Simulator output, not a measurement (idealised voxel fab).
Documented hereafter: the process module known as voxel transistor to metal.
Shown is cross-section cut, with a width of 295 nm and square cells of size 5 nm.
If you're reading a cross-section in this doc, picture square cells in a grid; it comes to you as bands, top ones listed first down to the bottom, and a band can be one or more rows of cells. Per band: top height and bottom height in nm, followed by the left-to-right materials and their widths in nm; "everywhere" marks a single material spanning edge to edge, "empty" marks empty space. Heights from 0 (as-received wafer is one material below). Bottom band endless downward, as "0 nm and below". Note: "30->40" means the width goes from the first number (top row of the band) to the second number (bottom row) in equal steps per row of cells. "everything unchanged" for a step: no cell of the cross-section changed in that step. Any empty space of 8 cells or more lacking an open way to the top shows up in "Voids, sealed" as width x height at distance, distance from the left edge, in nm. Step line, after settings: the simulator's comment on this step. The setting "overlay nm" may be written on the line of a step. When the step uses a mask, the value reports how far to the right of the planned place the mask lay, and a negative value reports that it lay to the left. Note on reading: below, each pair holds a cross-section from before one process step and one from after it; the one from after shows only down to the lowest band that changed. Beneath the pair, the step in between is stated along with its settings. The pairs can stem from different runs of this module on the same starting wafer. Where a pair's entry headed "before" says so, and only there, that pair continues from the pair above it.

BEFORE
* 50 nm to 40 nm  35 nm SiO2, then 30 nm empty, then 35 nm SiO2, then 30 nm empty, then 35 nm SiO2, then 30 nm empty, then 35 nm SiO2, then 30 nm empty, then 35 nm SiO2
* 40 nm to 25 nm  35 nm SiO2, then 25 nm empty, then 5 nm SiN, then 35 nm SiCN, then 5 nm SiN, then 25 nm empty, then 35 nm SiO2, then 25 nm empty, then 5 nm SiN, then 35 nm SiCN, then 5 nm SiN, then 25 nm empty, then 35 nm SiO2
* 25 nm to 10 nm  35 nm SiO2, then 25 nm empty, then 5 nm SiN, then 35 nm polySi, then 5 nm SiN, then 25 nm empty, then 35 nm SiO2, then 25 nm empty, then 5 nm SiN, then 35 nm polySi, then 5 nm SiN, then 25 nm empty, then 35 nm SiO2
* 10 nm to 0 nm  35 nm SiO2, then 10 nm empty, then 15 nm nSi, then 5 nm SiN, then 35 nm polySi, then 5 nm SiN, then 15 nm nSi, then 10 nm empty, then 35 nm SiO2, then 10 nm empty, then 15 nm nSi, then 5 nm SiN, then 35 nm polySi, then 5 nm SiN, then 15 nm nSi, then 10 nm empty, then 35 nm SiO2
* 0 nm to -5 nm  30 nm SiO2, then 30 nm nSi, then 45 nm SiO2, then 30 nm nSi, then 25 nm SiO2, then 30 nm nSi, then 45 nm SiO2, then 30 nm nSi, then 30 nm SiO2
* -5 nm to -15 nm  35 nm SiO2, then 25 nm nSi, then 45 nm Si, then 25 nm nSi, then 35 nm SiO2, then 25 nm nSi, then 45 nm Si, then 25 nm nSi, then 35 nm SiO2
* -15 nm to -35 nm  35 nm SiO2, then 95 nm Si, then 35 nm SiO2, then 95 nm Si, then 35 nm SiO2
* -35 nm and below  Si everywhere
* Voids, sealed: none

RESULTING CROSS-SECTION
* 55 nm to 50 nm  40 nm TiN, then 20 nm empty, then 45 nm TiN, then 20 nm empty, then 45 nm TiN, then 20 nm empty, then 45 nm TiN, then 20 nm empty, then 40 nm TiN
* 50 nm to 40 nm  35 nm SiO2, then 5 nm TiN, then 20->15 nm empty, then 5->10 nm TiN, then 35 nm SiO2, then 5->10 nm TiN, then 20->15 nm empty, then 5 nm TiN, then 35 nm SiO2, then 5 nm TiN, then 20->15 nm empty, then 5->10 nm TiN, then 35 nm SiO2, then 5->10 nm TiN, then 20->15 nm empty, then 5 nm TiN, then 35 nm SiO2
* 40 nm to 25 nm  35 nm SiO2, then 5 nm TiN, then 15 nm empty, then 5 nm TiN, then 5 nm SiN, then 35 nm SiCN, then 5 nm SiN, then 5 nm TiN, then 15 nm empty, then 5 nm TiN, then 35 nm SiO2, then 5 nm TiN, then 15 nm empty, then 5 nm TiN, then 5 nm SiN, then 35 nm SiCN, then 5 nm SiN, then 5 nm TiN, then 15 nm empty, then 5 nm TiN, then 35 nm SiO2
* 25 nm to 15 nm  35 nm SiO2, then 5 nm TiN, then 15 nm empty, then 5 nm TiN, then 5 nm SiN, then 35 nm polySi, then 5 nm SiN, then 5 nm TiN, then 15 nm empty, then 5 nm TiN, then 35 nm SiO2, then 5 nm TiN, then 15 nm empty, then 5 nm TiN, then 5 nm SiN, then 35 nm polySi, then 5 nm SiN, then 5 nm TiN, then 15 nm empty, then 5 nm TiN, then 35 nm SiO2
* 15 nm to 10 nm  35 nm SiO2, then 25 nm TiN, then 5 nm SiN, then 35 nm polySi, then 5 nm SiN, then 25 nm TiN, then 35 nm SiO2, then 25 nm TiN, then 5 nm SiN, then 35 nm polySi, then 5 nm SiN, then 25 nm TiN, then 35 nm SiO2
* 10 nm to 0 nm  35 nm SiO2, then 10 nm TiN, then 15 nm nSi, then 5 nm SiN, then 35 nm polySi, then 5 nm SiN, then 15 nm nSi, then 10 nm TiN, then 35 nm SiO2, then 10 nm TiN, then 15 nm nSi, then 5 nm SiN, then 35 nm polySi, then 5 nm SiN, then 15 nm nSi, then 10 nm TiN, then 35 nm SiO2
* Below 0 it's all the same as before, nothing changed down there.
* Voids, sealed: none
As a process note, the step between the before and after cross-sections shown above is op CONFORMAL_DEP | material TiN | thk nm 5

before: identical to the post-step cross-section of the immediately preceding pair.

RESULTING CROSS-SECTION
* 60 nm to 55 nm  W everywhere
* 55 nm to 50 nm  40 nm TiN, then 20 nm W, then 45 nm TiN, then 20 nm W, then 45 nm TiN, then 20 nm W, then 45 nm TiN, then 20 nm W, then 40 nm TiN
* 50 nm to 40 nm  35 nm SiO2, then 5 nm TiN, then 20->15 nm W, then 5->10 nm TiN, then 35 nm SiO2, then 5->10 nm TiN, then 20->15 nm W, then 5 nm TiN, then 35 nm SiO2, then 5 nm TiN, then 20->15 nm W, then 5->10 nm TiN, then 35 nm SiO2, then 5->10 nm TiN, then 20->15 nm W, then 5 nm TiN, then 35 nm SiO2
* 40 nm to 25 nm  35 nm SiO2, then 5 nm TiN, then 15 nm W, then 5 nm TiN, then 5 nm SiN, then 35 nm SiCN, then 5 nm SiN, then 5 nm TiN, then 15 nm W, then 5 nm TiN, then 35 nm SiO2, then 5 nm TiN, then 15 nm W, then 5 nm TiN, then 5 nm SiN, then 35 nm SiCN, then 5 nm SiN, then 5 nm TiN, then 15 nm W, then 5 nm TiN, then 35 nm SiO2
* 25 nm to 15 nm  35 nm SiO2, then 5 nm TiN, then 15 nm W, then 5 nm TiN, then 5 nm SiN, then 35 nm polySi, then 5 nm SiN, then 5 nm TiN, then 15 nm W, then 5 nm TiN, then 35 nm SiO2, then 5 nm TiN, then 15 nm W, then 5 nm TiN, then 5 nm SiN, then 35 nm polySi, then 5 nm SiN, then 5 nm TiN, then 15 nm W, then 5 nm TiN, then 35 nm SiO2
* Below 15 it's all the same as before, nothing changed down there.
* Voids, sealed: none
As a process note, the step between the before and after cross-sections shown above is op FILL_DEP | material W | thk nm 5

before: identical to the post-step cross-section of the immediately preceding pair.

RESULTING CROSS-SECTION
* 50 nm to 40 nm  35 nm SiO2, then 5 nm TiN, then 20->15 nm W, then 5->10 nm TiN, then 35 nm SiO2, then 5->10 nm TiN, then 20->15 nm W, then 5 nm TiN, then 35 nm SiO2, then 5 nm TiN, then 20->15 nm W, then 5->10 nm TiN, then 35 nm SiO2, then 5->10 nm TiN, then 20->15 nm W, then 5 nm TiN, then 35 nm SiO2
* Below 40 it's all the same as before, nothing changed down there.
* Voids, sealed: none
As a process note, the step between the before and after cross-sections shown above is op CMP | height nm 50

before: identical to the post-step cross-section of the immediately preceding pair.

RESULTING CROSS-SECTION
* 55 nm to 50 nm  TiN everywhere
* Below 50 it's all the same as before, nothing changed down there.
* Voids, sealed: none
As a process note, the step between the before and after cross-sections shown above is op DIRECTIONAL_DEP | material TiN | thk nm 5

before: identical to the post-step cross-section of the immediately preceding pair.

RESULTING CROSS-SECTION
* 70 nm to 55 nm  Ru everywhere
* Below 55 it's all the same as before, nothing changed down there.
* Voids, sealed: none
As a process note, the step between the before and after cross-sections shown above is op DIRECTIONAL_DEP | material Ru | thk nm 15

before: identical to the post-step cross-section of the immediately preceding pair.

RESULTING CROSS-SECTION
* 70 nm to 55 nm  35 nm empty, then 15 nm Ru, then 65 nm empty, then 15 nm Ru, then 35 nm empty, then 15 nm Ru, then 65 nm empty, then 15 nm Ru, then 35 nm empty
* Below 55 it's all the same as before, nothing changed down there.
* Voids, sealed: none
As a process note, the step between the before and after cross-sections shown above is op MASKED_ETCH | tone cover | mask id METAL_1 | width nm 15 | etch materials Ru | depth nm 15 | overlay nm 0

before: identical to the post-step cross-section of the immediately preceding pair.

RESULTING CROSS-SECTION
* 70 nm to 55 nm  35 nm empty, then 15 nm Ru, then 65 nm empty, then 15 nm Ru, then 35 nm empty, then 15 nm Ru, then 65 nm empty, then 15 nm Ru, then 35 nm empty
* 55 nm to 50 nm  35 nm empty, then 15 nm TiN, then 65 nm empty, then 15 nm TiN, then 35 nm empty, then 15 nm TiN, then 65 nm empty, then 15 nm TiN, then 35 nm empty
* Below 50 it's all the same as before, nothing changed down there.
* Voids, sealed: none
As a process note, the step between the before and after cross-sections shown above is op MASKED_ETCH | tone cover | mask id METAL_1 | width nm 15 | etch materials TiN | depth nm 5 | overlay nm 0

before: identical to the post-step cross-section of the immediately preceding pair.

RESULTING CROSS-SECTION
* 75 nm to 70 nm  30 nm empty, then 25 nm SiN, then 55 nm empty, then 25 nm SiN, then 25 nm empty, then 25 nm SiN, then 55 nm empty, then 25 nm SiN, then 30 nm empty
* 70 nm to 55 nm  30 nm empty, then 5 nm SiN, then 15 nm Ru, then 5 nm SiN, then 55 nm empty, then 5 nm SiN, then 15 nm Ru, then 5 nm SiN, then 25 nm empty, then 5 nm SiN, then 15 nm Ru, then 5 nm SiN, then 55 nm empty, then 5 nm SiN, then 15 nm Ru, then 5 nm SiN, then 30 nm empty
* 55 nm to 50 nm  35 nm SiN, then 15 nm TiN, then 65 nm SiN, then 15 nm TiN, then 35 nm SiN, then 15 nm TiN, then 65 nm SiN, then 15 nm TiN, then 35 nm SiN
* Below 50 it's all the same as before, nothing changed down there.
* Voids, sealed: none
As a process note, the step between the before and after cross-sections shown above is op CONFORMAL_DEP | material SiN | thk nm 5

before: identical to the post-step cross-section of the immediately preceding pair.

RESULTING CROSS-SECTION
* 80 nm to 75 nm  SiO2 everywhere
* 75 nm to 70 nm  30 nm SiO2, then 25 nm SiN, then 55 nm SiO2, then 25 nm SiN, then 25 nm SiO2, then 25 nm SiN, then 55 nm SiO2, then 25 nm SiN, then 30 nm SiO2
* 70 nm to 55 nm  30 nm SiO2, then 5 nm SiN, then 15 nm Ru, then 5 nm SiN, then 55 nm SiO2, then 5 nm SiN, then 15 nm Ru, then 5 nm SiN, then 25 nm SiO2, then 5 nm SiN, then 15 nm Ru, then 5 nm SiN, then 55 nm SiO2, then 5 nm SiN, then 15 nm Ru, then 5 nm SiN, then 30 nm SiO2
* Below 55 it's all the same as before, nothing changed down there.
* Voids, sealed: none
As a process note, the step between the before and after cross-sections shown above is op FILL_DEP | material SiO2 | thk nm 5

before: identical to the post-step cross-section of the immediately preceding pair.

RESULTING CROSS-SECTION
* 70 nm to 55 nm  30 nm SiO2, then 5 nm SiN, then 15 nm Ru, then 5 nm SiN, then 55 nm SiO2, then 5 nm SiN, then 15 nm Ru, then 5 nm SiN, then 25 nm SiO2, then 5 nm SiN, then 15 nm Ru, then 5 nm SiN, then 55 nm SiO2, then 5 nm SiN, then 15 nm Ru, then 5 nm SiN, then 30 nm SiO2
* Below 55 it's all the same as before, nothing changed down there.
* Voids, sealed: none
As a process note, the step between the before and after cross-sections shown above is op CMP | height nm 70

before: identical to the post-step cross-section of the immediately preceding pair.

RESULTING CROSS-SECTION
* 75 nm to 70 nm  SiCN everywhere
* Below 70 it's all the same as before, nothing changed down there.
* Voids, sealed: none
As a process note, the step between the before and after cross-sections shown above is op CONFORMAL_DEP | material SiCN | thk nm 5

before: identical to the post-step cross-section of the immediately preceding pair.

RESULTING CROSS-SECTION
* 100 nm to 75 nm  SiO2 everywhere
* Below 75 it's all the same as before, nothing changed down there.
* Voids, sealed: none
As a process note, the step between the before and after cross-sections shown above is op DIRECTIONAL_DEP | material SiO2 | thk nm 25

before: identical to the post-step cross-section of the immediately preceding pair.

RESULTING CROSS-SECTION
* 110 nm to 100 nm  aC everywhere
* Below 100 it's all the same as before, nothing changed down there.
* Voids, sealed: none
As a process note, the step between the before and after cross-sections shown above is op DIRECTIONAL_DEP | material aC | thk nm 10

before: identical to the post-step cross-section of the immediately preceding pair.

RESULTING CROSS-SECTION
* 140 nm to 110 nm  35 nm resist, then 15 nm empty, then 115 nm resist, then 15 nm empty, then 115 nm resist
* Below 110 it's all the same as before, nothing changed down there.
* Voids, sealed: none
As a process note, the step between the before and after cross-sections shown above is op PATTERN | tone open | mask id METAL_2 | material resist | width nm 15 | pitch nm 130 | thk nm 30 | overlay nm 0

before: identical to the post-step cross-section of the immediately preceding pair.

RESULTING CROSS-SECTION
* 130 nm to 110 nm  35 nm resist, then 15 nm empty, then 115 nm resist, then 15 nm empty, then 115 nm resist
* 110 nm to 100 nm  35 nm aC, then 15 nm empty, then 115 nm aC, then 15 nm empty, then 115 nm aC
* Below 100 it's all the same as before, nothing changed down there.
* Voids, sealed: none
As a process note, the step between the before and after cross-sections shown above is op DIRECTIONAL_ETCH | etch materials aC | depth nm 10

before: identical to the post-step cross-section of the immediately preceding pair.

RESULTING CROSS-SECTION
* 110 nm to 100 nm  35 nm aC, then 15 nm empty, then 115 nm aC, then 15 nm empty, then 115 nm aC
* Below 100 it's all the same as before, nothing changed down there.
* Voids, sealed: none
As a process note, the step between the before and after cross-sections shown above is op STRIP | etch materials resist

before: identical to the post-step cross-section of the immediately preceding pair.

RESULTING CROSS-SECTION
* 110 nm to 100 nm  35 nm aC, then 15 nm empty, then 115 nm aC, then 15 nm empty, then 115 nm aC
* 100 nm to 85 nm  35 nm SiO2, then 15 nm empty, then 115 nm SiO2, then 15 nm empty, then 115 nm SiO2
* Below 85 it's all the same as before, nothing changed down there.
* Voids, sealed: none
As a process note, the step between the before and after cross-sections shown above is op DIRECTIONAL_ETCH | etch materials SiO2 | depth nm 15

before: identical to the post-step cross-section of the immediately preceding pair.

RESULTING CROSS-SECTION
* 100 nm to 85 nm  35 nm SiO2, then 15 nm empty, then 115 nm SiO2, then 15 nm empty, then 115 nm SiO2
* Below 85 it's all the same as before, nothing changed down there.
* Voids, sealed: none
As a process note, the step between the before and after cross-sections shown above is op STRIP | etch materials aC

before: identical to the post-step cross-section of the immediately preceding pair.

RESULTING CROSS-SECTION
* 100 nm to 75 nm  35 nm SiO2, then 15 nm empty, then 115 nm SiO2, then 15 nm empty, then 115 nm SiO2
* Below 75 it's all the same as before, nothing changed down there.
* Voids, sealed: none
As a process note, the step between the before and after cross-sections shown above is op MASKED_ETCH | tone open | mask id METAL_2_HOLES | width nm 15 | pitch nm 130 | etch materials SiO2 | depth nm 10 | overlay nm 0

before: identical to the post-step cross-section of the immediately preceding pair.

RESULTING CROSS-SECTION
* 100 nm to 75 nm  35 nm SiO2, then 15 nm empty, then 115 nm SiO2, then 15 nm empty, then 115 nm SiO2
* 75 nm to 70 nm  35 nm SiCN, then 15 nm empty, then 115 nm SiCN, then 15 nm empty, then 115 nm SiCN
* Below 70 it's all the same as before, nothing changed down there.
* Voids, sealed: none
As a process note, the step between the before and after cross-sections shown above is op MASKED_ETCH | tone open | mask id METAL_2_HOLES | width nm 15 | pitch nm 130 | etch materials SiCN | depth nm 5 | overlay nm 0

before: identical to the post-step cross-section of the immediately preceding pair.

RESULTING CROSS-SECTION
* 105 nm to 100 nm  40 nm TiN, then 5 nm empty, then 125 nm TiN, then 5 nm empty, then 120 nm TiN
* 100 nm to 75 nm  35 nm SiO2, then 5 nm TiN, then 5 nm empty, then 5 nm TiN, then 115 nm SiO2, then 5 nm TiN, then 5 nm empty, then 5 nm TiN, then 115 nm SiO2
* 75 nm to 70 nm  35 nm SiCN, then 15 nm TiN, then 115 nm SiCN, then 15 nm TiN, then 115 nm SiCN
* Below 70 it's all the same as before, nothing changed down there.
* Voids, sealed: none
As a process note, the step between the before and after cross-sections shown above is op CONFORMAL_DEP | material TiN | thk nm 5

before: identical to the post-step cross-section of the immediately preceding pair.

RESULTING CROSS-SECTION
* 115 nm to 105 nm  Ru everywhere
* 105 nm to 100 nm  40 nm TiN, then 5 nm Ru, then 125 nm TiN, then 5 nm Ru, then 120 nm TiN
* 100 nm to 75 nm  35 nm SiO2, then 5 nm TiN, then 5 nm Ru, then 5 nm TiN, then 115 nm SiO2, then 5 nm TiN, then 5 nm Ru, then 5 nm TiN, then 115 nm SiO2
* Below 75 it's all the same as before, nothing changed down there.
* Voids, sealed: none
As a process note, the step between the before and after cross-sections shown above is op FILL_DEP | material Ru | thk nm 10

before: identical to the post-step cross-section of the immediately preceding pair.

RESULTING CROSS-SECTION
* 100 nm to 75 nm  35 nm SiO2, then 5 nm TiN, then 5 nm Ru, then 5 nm TiN, then 115 nm SiO2, then 5 nm TiN, then 5 nm Ru, then 5 nm TiN, then 115 nm SiO2
* Below 75 it's all the same as before, nothing changed down there.
* Voids, sealed: none
As a process note, the step between the before and after cross-sections shown above is op CMP | height nm 100

before: identical to the post-step cross-section of the immediately preceding pair.

RESULTING CROSS-SECTION
* 105 nm to 100 nm  SiN everywhere
* Below 100 it's all the same as before, nothing changed down there.
* Voids, sealed: none
As a process note, the step between the before and after cross-sections shown above is op CONFORMAL_DEP | material SiN | thk nm 5

BEFORE
* 100 nm to 85 nm  35 nm SiO2, then 15 nm empty, then 115 nm SiO2, then 15 nm empty, then 115 nm SiO2
* 85 nm to 75 nm  SiO2 everywhere
* 75 nm to 70 nm  SiCN everywhere
* 70 nm to 55 nm  30 nm SiO2, then 5 nm SiN, then 15 nm Ru, then 5 nm SiN, then 55 nm SiO2, then 5 nm SiN, then 15 nm Ru, then 5 nm SiN, then 25 nm SiO2, then 5 nm SiN, then 15 nm Ru, then 5 nm SiN, then 55 nm SiO2, then 5 nm SiN, then 15 nm Ru, then 5 nm SiN, then 30 nm SiO2
* 55 nm to 50 nm  35 nm SiN, then 15 nm TiN, then 65 nm SiN, then 15 nm TiN, then 35 nm SiN, then 15 nm TiN, then 65 nm SiN, then 15 nm TiN, then 35 nm SiN
* 50 nm to 40 nm  35 nm SiO2, then 5 nm TiN, then 20 nm W, then 5 nm TiN, then 35 nm SiO2, then 5 nm TiN, then 20 nm W, then 5 nm TiN, then 35 nm SiO2, then 5 nm TiN, then 20 nm W, then 5 nm TiN, then 35 nm SiO2, then 5 nm TiN, then 20 nm W, then 5 nm TiN, then 35 nm SiO2
* 40 nm to 25 nm  35 nm SiO2, then 5 nm TiN, then 20 nm W, then 5 nm TiN, then 5 nm SiN, then 25 nm SiCN, then 5 nm SiN, then 5 nm TiN, then 20 nm W, then 5 nm TiN, then 35 nm SiO2, then 5 nm TiN, then 20 nm W, then 5 nm TiN, then 5 nm SiN, then 25 nm SiCN, then 5 nm SiN, then 5 nm TiN, then 20 nm W, then 5 nm TiN, then 35 nm SiO2
* 25 nm to 15 nm  35 nm SiO2, then 5 nm TiN, then 20 nm W, then 5 nm TiN, then 5 nm SiN, then 25 nm polySi, then 5 nm SiN, then 5 nm TiN, then 20 nm W, then 5 nm TiN, then 35 nm SiO2, then 5 nm TiN, then 20 nm W, then 5 nm TiN, then 5 nm SiN, then 25 nm polySi, then 5 nm SiN, then 5 nm TiN, then 20 nm W, then 5 nm TiN, then 35 nm SiO2
* 15 nm to 10 nm  35 nm SiO2, then 5 nm TiN, then 5 nm W, then 20 nm TiN, then 5 nm SiN, then 25 nm polySi, then 5 nm SiN, then 20 nm TiN, then 5 nm W, then 5 nm TiN, then 35 nm SiO2, then 5 nm TiN, then 5 nm W, then 20 nm TiN, then 5 nm SiN, then 25 nm polySi, then 5 nm SiN, then 20 nm TiN, then 5 nm W, then 5 nm TiN, then 35 nm SiO2
* 10 nm to 5 nm  35 nm SiO2, then 5 nm TiN, then 5 nm W, then 5 nm TiN, then 15 nm nSi, then 5 nm SiN, then 25 nm polySi, then 5 nm SiN, then 15 nm nSi, then 5 nm TiN, then 5 nm W, then 5 nm TiN, then 35 nm SiO2, then 5 nm TiN, then 5 nm W, then 5 nm TiN, then 15 nm nSi, then 5 nm SiN, then 25 nm polySi, then 5 nm SiN, then 15 nm nSi, then 5 nm TiN, then 5 nm W, then 5 nm TiN, then 35 nm SiO2
* 5 nm to 0 nm  35 nm SiO2, then 15 nm TiN, then 15 nm nSi, then 5 nm SiN, then 25 nm polySi, then 5 nm SiN, then 15 nm nSi, then 15 nm TiN, then 35 nm SiO2, then 15 nm TiN, then 15 nm nSi, then 5 nm SiN, then 25 nm polySi, then 5 nm SiN, then 15 nm nSi, then 15 nm TiN, then 35 nm SiO2
* 0 nm to -5 nm  30 nm SiO2, then 35 nm nSi, then 35 nm SiO2, then 35 nm nSi, then 25 nm SiO2, then 35 nm nSi, then 35 nm SiO2, then 35 nm nSi, then 30 nm SiO2
* -5 nm to -15 nm  35 nm SiO2, then 30 nm nSi, then 35 nm Si, then 30 nm nSi, then 35 nm SiO2, then 30 nm nSi, then 35 nm Si, then 30 nm nSi, then 35 nm SiO2
* -15 nm to -35 nm  35 nm SiO2, then 95 nm Si, then 35 nm SiO2, then 95 nm Si, then 35 nm SiO2
* -35 nm and below  Si everywhere
* Voids, sealed: none

RESULTING CROSS-SECTION
* 100 nm to 90 nm  30 nm SiO2, then 20 nm empty, then 110 nm SiO2, then 20 nm empty, then 115 nm SiO2
* 90 nm to 85 nm  35 nm SiO2, then 15 nm empty, then 115 nm SiO2, then 15 nm empty, then 115 nm SiO2
* 85 nm to 75 nm  35 nm SiO2, then 10 nm empty, then 120 nm SiO2, then 10 nm empty, then 120 nm SiO2
* Below 75 it's all the same as before, nothing changed down there.
* Voids, sealed: none
As a process note, the step between the before and after cross-sections shown above is op MASKED_ETCH | tone open | mask id METAL_2_HOLES | width nm 15 | pitch nm 130 | etch materials SiO2 | depth nm 10 | overlay nm -5

before: identical to the post-step cross-section of the immediately preceding pair.

RESULTING CROSS-SECTION
* 100 nm to 90 nm  30 nm SiO2, then 20 nm empty, then 110 nm SiO2, then 20 nm empty, then 115 nm SiO2
* 90 nm to 85 nm  35 nm SiO2, then 15 nm empty, then 115 nm SiO2, then 15 nm empty, then 115 nm SiO2
* 85 nm to 75 nm  35 nm SiO2, then 10 nm empty, then 120 nm SiO2, then 10 nm empty, then 120 nm SiO2
* 75 nm to 70 nm  35 nm SiCN, then 10 nm empty, then 120 nm SiCN, then 10 nm empty, then 120 nm SiCN
* Below 70 it's all the same as before, nothing changed down there.
* Voids, sealed: none
As a process note, the step between the before and after cross-sections shown above is op MASKED_ETCH | tone open | mask id METAL_2_HOLES | width nm 15 | pitch nm 130 | etch materials SiCN | depth nm 5 | overlay nm 0

before: identical to the post-step cross-section of the immediately preceding pair.

RESULTING CROSS-SECTION
* 105 nm to 100 nm  35 nm TiN, then 10 nm empty, then 120 nm TiN, then 10 nm empty, then 120 nm TiN
* 100 nm to 90 nm  30 nm SiO2, then 5->10 nm TiN, then 10->5 nm empty, then 5 nm TiN, then 110 nm SiO2, then 5->10 nm TiN, then 10->5 nm empty, then 5 nm TiN, then 115 nm SiO2
* 90 nm to 85 nm  35 nm SiO2, then 15 nm TiN, then 115 nm SiO2, then 15 nm TiN, then 115 nm SiO2
* 85 nm to 75 nm  35 nm SiO2, then 10 nm TiN, then 120 nm SiO2, then 10 nm TiN, then 120 nm SiO2
* 75 nm to 70 nm  35 nm SiCN, then 10 nm TiN, then 120 nm SiCN, then 10 nm TiN, then 120 nm SiCN
* Below 70 it's all the same as before, nothing changed down there.
* Voids, sealed: none
As a process note, the step between the before and after cross-sections shown above is op CONFORMAL_DEP | material TiN | thk nm 5

before: identical to the post-step cross-section of the immediately preceding pair.

RESULTING CROSS-SECTION
* 115 nm to 105 nm  Ru everywhere
* 105 nm to 100 nm  35 nm TiN, then 10 nm Ru, then 120 nm TiN, then 10 nm Ru, then 120 nm TiN
* 100 nm to 90 nm  30 nm SiO2, then 5->10 nm TiN, then 10->5 nm Ru, then 5 nm TiN, then 110 nm SiO2, then 5->10 nm TiN, then 10->5 nm Ru, then 5 nm TiN, then 115 nm SiO2
* Below 90 it's all the same as before, nothing changed down there.
* Voids, sealed: none
As a process note, the step between the before and after cross-sections shown above is op FILL_DEP | material Ru | thk nm 10

before: identical to the post-step cross-section of the immediately preceding pair.

RESULTING CROSS-SECTION
* 100 nm to 90 nm  30 nm SiO2, then 5->10 nm TiN, then 10->5 nm Ru, then 5 nm TiN, then 110 nm SiO2, then 5->10 nm TiN, then 10->5 nm Ru, then 5 nm TiN, then 115 nm SiO2
* Below 90 it's all the same as before, nothing changed down there.
* Voids, sealed: none
As a process note, the step between the before and after cross-sections shown above is op CMP | height nm 100

before: identical to the post-step cross-section of the immediately preceding pair.

RESULTING CROSS-SECTION
* 105 nm to 100 nm  SiN everywhere
* Below 100 it's all the same as before, nothing changed down there.
* Voids, sealed: none
As a process note, the step between the before and after cross-sections shown above is op CONFORMAL_DEP | material SiN | thk nm 5

BEFORE
* 0 nm to -5 nm  SiO2 everywhere
* -5 nm to -35 nm  35 nm SiO2, then 95 nm Si, then 35 nm SiO2, then 95 nm Si, then 35 nm SiO2
* -35 nm and below  Si everywhere
* Voids, sealed: none

RESULTING CROSS-SECTION
* 25 nm to 0 nm  SiCN everywhere
* Below 0 it's all the same as before, nothing changed down there.
* Voids, sealed: none
As a process note, the step between the before and after cross-sections shown above is op DIRECTIONAL_DEP | material SiCN | thk nm 25

before: identical to the post-step cross-section of the immediately preceding pair.

RESULTING CROSS-SECTION
* 40 nm to 0 nm  SiCN everywhere
* Below 0 it's all the same as before, nothing changed down there.
* Voids, sealed: none
As a process note, the step between the before and after cross-sections shown above is op DIRECTIONAL_DEP | material SiCN | thk nm 15

before: identical to the post-step cross-section of the immediately preceding pair.

RESULTING CROSS-SECTION
* 50 nm to 40 nm  aC everywhere
* Below 40 it's all the same as before, nothing changed down there.
* Voids, sealed: none
As a process note, the step between the before and after cross-sections shown above is op DIRECTIONAL_DEP | material aC | thk nm 10

before: identical to the post-step cross-section of the immediately preceding pair.

RESULTING CROSS-SECTION
* 75 nm to 50 nm  70 nm empty, then 25 nm resist, then 105 nm empty, then 25 nm resist, then 70 nm empty
* Below 50 it's all the same as before, nothing changed down there.
* Voids, sealed: none
As a process note, the step between the before and after cross-sections shown above is op PATTERN | tone cover | mask id GATE | material resist | width nm 25 | pitch nm 130 | thk nm 25 | overlay nm 0

before: identical to the post-step cross-section of the immediately preceding pair.

RESULTING CROSS-SECTION
* 65 nm to 50 nm  70 nm empty, then 25 nm resist, then 105 nm empty, then 25 nm resist, then 70 nm empty
* 50 nm to 40 nm  70 nm empty, then 25 nm aC, then 105 nm empty, then 25 nm aC, then 70 nm empty
* Below 40 it's all the same as before, nothing changed down there.
* Voids, sealed: none
As a process note, the step between the before and after cross-sections shown above is op DIRECTIONAL_ETCH | etch materials aC | depth nm 10

before: identical to the post-step cross-section of the immediately preceding pair.

RESULTING CROSS-SECTION
* 50 nm to 40 nm  70 nm empty, then 25 nm aC, then 105 nm empty, then 25 nm aC, then 70 nm empty
* Below 40 it's all the same as before, nothing changed down there.
* Voids, sealed: none
As a process note, the step between the before and after cross-sections shown above is op STRIP | etch materials resist

before: identical to the post-step cross-section of the immediately preceding pair.

RESULTING CROSS-SECTION
* 50 nm to 40 nm  70 nm empty, then 25 nm aC, then 105 nm empty, then 25 nm aC, then 70 nm empty
* 40 nm to 15 nm  70 nm empty, then 25 nm SiCN, then 105 nm empty, then 25 nm SiCN, then 70 nm empty
* Below 15 it's all the same as before, nothing changed down there.
* Voids, sealed: none
As a process note, the step between the before and after cross-sections shown above is op DIRECTIONAL_ETCH | etch materials SiCN | depth nm 25

before: identical to the post-step cross-section of the immediately preceding pair.

RESULTING CROSS-SECTION
* 40 nm to 15 nm  70 nm empty, then 25 nm SiCN, then 105 nm empty, then 25 nm SiCN, then 70 nm empty
* Below 15 it's all the same as before, nothing changed down there.
* Voids, sealed: none
As a process note, the step between the before and after cross-sections shown above is op STRIP | etch materials aC

before: identical to the post-step cross-section of the immediately preceding pair.

RESULTING CROSS-SECTION
* 45 nm to 40 nm  65 nm empty, then 35 nm SiN, then 95 nm empty, then 35 nm SiN, then 65 nm empty
* 40 nm to 20 nm  65 nm empty, then 5 nm SiN, then 25 nm SiCN, then 5 nm SiN, then 95 nm empty, then 5 nm SiN, then 25 nm SiCN, then 5 nm SiN, then 65 nm empty
* 20 nm to 15 nm  70 nm SiN, then 25 nm SiCN, then 105 nm SiN, then 25 nm SiCN, then 70 nm SiN
* Below 15 it's all the same as before, nothing changed down there.
* Voids, sealed: none
As a process note, the step between the before and after cross-sections shown above is op CONFORMAL_DEP | material SiN | thk nm 5

before: identical to the post-step cross-section of the immediately preceding pair.

RESULTING CROSS-SECTION
* 40 nm to 15 nm  65 nm empty, then 5 nm SiN, then 25 nm SiCN, then 5 nm SiN, then 95 nm empty, then 5 nm SiN, then 25 nm SiCN, then 5 nm SiN, then 65 nm empty
* Below 15 it's all the same as before, nothing changed down there.
* Voids, sealed: none
As a process note, the step between the before and after cross-sections shown above is op DIRECTIONAL_ETCH | etch materials SiN | depth nm 5

before: identical to the post-step cross-section of the immediately preceding pair.

RESULTING CROSS-SECTION
* 45 nm to 40 nm  SiO2 everywhere
* 40 nm to 15 nm  65 nm SiO2, then 5 nm SiN, then 25 nm SiCN, then 5 nm SiN, then 95 nm SiO2, then 5 nm SiN, then 25 nm SiCN, then 5 nm SiN, then 65 nm SiO2
* Below 15 it's all the same as before, nothing changed down there.
* Voids, sealed: none
As a process note, the step between the before and after cross-sections shown above is op FILL_DEP | material SiO2 | thk nm 5

before: identical to the post-step cross-section of the immediately preceding pair.

RESULTING CROSS-SECTION
* 40 nm to 15 nm  65 nm SiO2, then 5 nm SiN, then 25 nm SiCN, then 5 nm SiN, then 95 nm SiO2, then 5 nm SiN, then 25 nm SiCN, then 5 nm SiN, then 65 nm SiO2
* Below 15 it's all the same as before, nothing changed down there.
* Voids, sealed: none
As a process note, the step between the before and after cross-sections shown above is op CMP | height nm 40
